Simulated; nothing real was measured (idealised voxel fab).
This is a process module. Its name is voxel ribs on slabs.
We display cut, a cross-section 140 nm in width whose square cells are each 5 nm.
Cross-section spec: square-cell grid; bands listed top down; each band is one or more rows.
The entry gives the band's vertical extent as a top height and a bottom height in nm, then its horizontal make-up as materials from left to right, each with a width in nm. "empty" stands for empty space; a single material marked "edge to edge" fills the band edge to edge.
Below 0: as-received wafer, all one material; heights counted from there. Lowest band: no bottom, goes on down, written "0 down".
With a width like "30..40", each row of cells in the band differs from the next by the same amount, the top row carrying the first number and the bottom row the second.
No cell of the cross-section changed in a step that is given as "remains unaltered".
Enclosed voids (no open way to top), threshold 8 cells or more, entry "Fully sealed voids", notation width x height at distance, distance from left edge, nm.
What comes after the settings on a step's line is commentary from the simulator itself on that step.
overlay nm: step with mask; distance mask lay right of planned place; negative value = left of planned place.

The planned process steps are enumerated hereunder:
1: RECEIVE: material Si
2: DIRECTIONAL_DEP: material SiO2, thk nm 25
3: DIRECTIONAL_DEP: material polySi, thk nm 15
4: DIRECTIONAL_DEP: material aC, thk nm 10
5: PATTERN: tone cover, mask id RIB, material resist, width nm 25, thk nm 30, overlay nm 0
6: DIRECTIONAL_ETCH: etch materials aC, depth nm 10
7: STRIP: etch materials resist
8: DIRECTIONAL_ETCH: etch materials polySi, depth nm 10
9: STRIP: etch materials aC
10: DIRECTIONAL_DEP: material aC, thk nm 10
11: PATTERN: tone cover, mask id SLAB, material resist, width nm 65, thk nm 30, overlay nm 0
12: DIRECTIONAL_ETCH: etch materials aC, depth nm 10
13: STRIP: etch materials resist
14: DIRECTIONAL_ETCH: etch materials polySi, depth nm 5
15: STRIP: etch materials aC
16: FILL_DEP: material SiO2, thk nm 25
17: CMP: height nm 60
18: DIRECTIONAL_DEP: material TiN, thk nm 10
19: DIRECTIONAL_DEP: material aC, thk nm 10
20: PATTERN: tone cover, mask id HEATER, material resist, width nm 35, thk nm 25, overlay nm 0
21: DIRECTIONAL_ETCH: etch materials aC, depth nm 10
22: STRIP: etch materials resist
23: DIRECTIONAL_ETCH: etch materials TiN, depth nm 10
24: STRIP: etch materials aC
25: CONFORMAL_DEP: material SiO2, thk nm 10

Delivered wafer in cross-section: state after step 1:
0 down  Si edge to edge
Fully sealed voids: none

Cross-sectional result after module completion. Note: starting condition and plan are unchanged from above; one processing mistake was made:
85 to 75  empty 40 nm | SiO2 55 nm | empty 45 nm
75 to 65  SiO2 50 nm | TiN 35 nm | SiO2 55 nm
65 to 60  TiN edge to edge
60 to 40  SiO2 edge to edge
40 to 30  SiO2 55 nm | polySi 25 nm | SiO2 60 nm
30 to 25  SiO2 35 nm | polySi 65 nm | SiO2 40 nm
25 to 0  SiO2 edge to edge
0 down  Si edge to edge
Fully sealed voids: none
Finding, execution versus plan: the process deviated at step 18: the operation and settings actually run there were DIRECTIONAL_DEP: material TiN, thk nm 15
